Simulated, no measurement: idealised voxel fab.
Process module under the name voxel self aligned vias
cross-section cut | 245 nm wide | cells 5 nm
This document writes a cross-section as a grid whose cells are square, and gives it as bands, listed from the top down; one or more rows of cells form a band.
For a band, the entry starts with two heights in nm, that of the top and then that of the bottom, and carries on with the band's materials in order from left to right, each alongside its width in nm; the word "edge to edge" beside a single material means it fills the band edge to edge, and "air" means empty space.
Note: height 0 marks the level under which the wafer is uniformly one material as received. Lowest band unbounded below, written "from 0 down".
Graded width ("30 to 40"): value in top row of band = first number; value in bottom row = second number; row-to-row change constant.
Take "left unchanged" at face value: in the step it is given for, the cross-section changed in none of its cells.
This entry, "Closed void table", enumerates those empty regions of no fewer than 8 cells that possess no open connection to the top. Each region is reported in the form width x height at distance, the distance being taken from the left edge, with all three quantities expressed in nm.
Heads up: the bit after the settings on a step's line is the simulator's remark on that step.
If you see "overlay nm" on a step's line and that step has a mask, it's telling you how far right of where it was planned the mask ended up; a negative number means it went left instead.
-- The following list gives the planned process steps
1,op RECEIVE | material Si
2,op CONFORMAL_DEP | material SiO2 | thk nm 15
3,op CONFORMAL_DEP | material SiCN | thk nm 5
4,op DIRECTIONAL_DEP | material SiO2 | thk nm 25
5,op MASKED_ETCH | tone open | mask id LINES | width nm 25 | pitch nm 65 | etch materials SiO2 | depth nm 25 | overlay nm 0
6,op CONFORMAL_DEP | material TiN | thk nm 5
7,op FILL_DEP | material Ru | thk nm 5
8,op CMP | height nm 45
9,op SELECTIVE_ETCH | etch materials W Ru TiN | depth nm 5
10,op FILL_DEP | material SiN | thk nm 5
11,op CMP | height nm 45
12,op DIRECTIONAL_DEP | material SiO2 | thk nm 15
13,op DIRECTIONAL_DEP | material aC | thk nm 10
14,op PATTERN | tone open | mask id VIAS | material resist | width nm 45 | pitch nm 130 | thk nm 25 | overlay nm 0
15,op DIRECTIONAL_ETCH | etch materials aC | depth nm 10
16,op STRIP | etch materials resist
17,op DIRECTIONAL_ETCH | etch materials SiO2 | depth nm 15
18,op DIRECTIONAL_ETCH | etch materials SiN | depth nm 5
19,op STRIP | etch materials aC
20,op CONFORMAL_DEP | material TiN | thk nm 5
21,op FILL_DEP | material Ru | thk nm 10
22,op CMP | height nm 60
23,op CONFORMAL_DEP | material SiN | thk nm 5
-- Wafer at receipt (post step 1), cross-section
from 0 down: Si edge to edge
Closed void table: none
-- Run as planned - first of the two wafers cross-sectioned at the end of the module
from 65 to 60: SiN edge to edge
from 60 to 50: SiO2 35 / TiN 5 / Ru 35 / TiN 5 / SiO2 85 / TiN 5 / Ru 35 / TiN 5 / SiO2 35
from 50 to 45: SiO2 35 / TiN 15 / Ru 15 / TiN 15 / SiO2 85 / TiN 15 / Ru 15 / TiN 15 / SiO2 35
from 45 to 40: SiO2 45 / TiN 25 / SiO2 40 / SiN 25 / SiO2 40 / TiN 25 / SiO2 45
from 40 to 25: SiO2 45 / TiN 5 / Ru 15 / TiN 5 / SiO2 40 / TiN 5 / Ru 15 / TiN 5 / SiO2 40 / TiN 5 / Ru 15 / TiN 5 / SiO2 45
from 25 to 20: SiO2 45 / TiN 25 / SiO2 40 / TiN 25 / SiO2 40 / TiN 25 / SiO2 45
from 20 to 15: SiCN edge to edge
from 15 to 0: SiO2 edge to edge
from 0 down: Si edge to edge
Closed void table: none
-- Cross-sectional view of the second of two wafers upon completion of the module. This wafer shared its starting condition and process plan with the first; one error was made during its execution
from 65 to 60: SiN edge to edge
from 60 to 45: SiO2 35 / TiN 5 / Ru 35 / TiN 5 / SiO2 85 / TiN 5 / Ru 35 / TiN 5 / SiO2 35
from 45 to 40: SiO2 35 / TiN 45 / SiO2 30 / SiN 25 / SiO2 30 / TiN 45 / SiO2 35
from 40 to 30: SiO2 35 / TiN 15 / Ru 15 / TiN 15 / SiO2 30 / TiN 5 / Ru 15 / TiN 5 / SiO2 30 / TiN 15 / Ru 15 / TiN 15 / SiO2 35
from 30 to 25: SiO2 45 / TiN 5 / Ru 15 / TiN 5 / SiO2 40 / TiN 5 / Ru 15 / TiN 5 / SiO2 40 / TiN 5 / Ru 15 / TiN 5 / SiO2 45
from 25 to 20: SiO2 45 / TiN 25 / SiO2 40 / TiN 25 / SiO2 40 / TiN 25 / SiO2 45
from 20 to 15: SiCN edge to edge
from 15 to 0: SiO2 edge to edge
from 0 down: Si edge to edge
Closed void table: none
Deviation noted in wafer processing: step 17 of the plan was performed twice
Count the cells at the end and the second wafer has more or fewer of some materials than the first: Ru: 8 more, SiO2: 24 fewer, TiN: 16 more
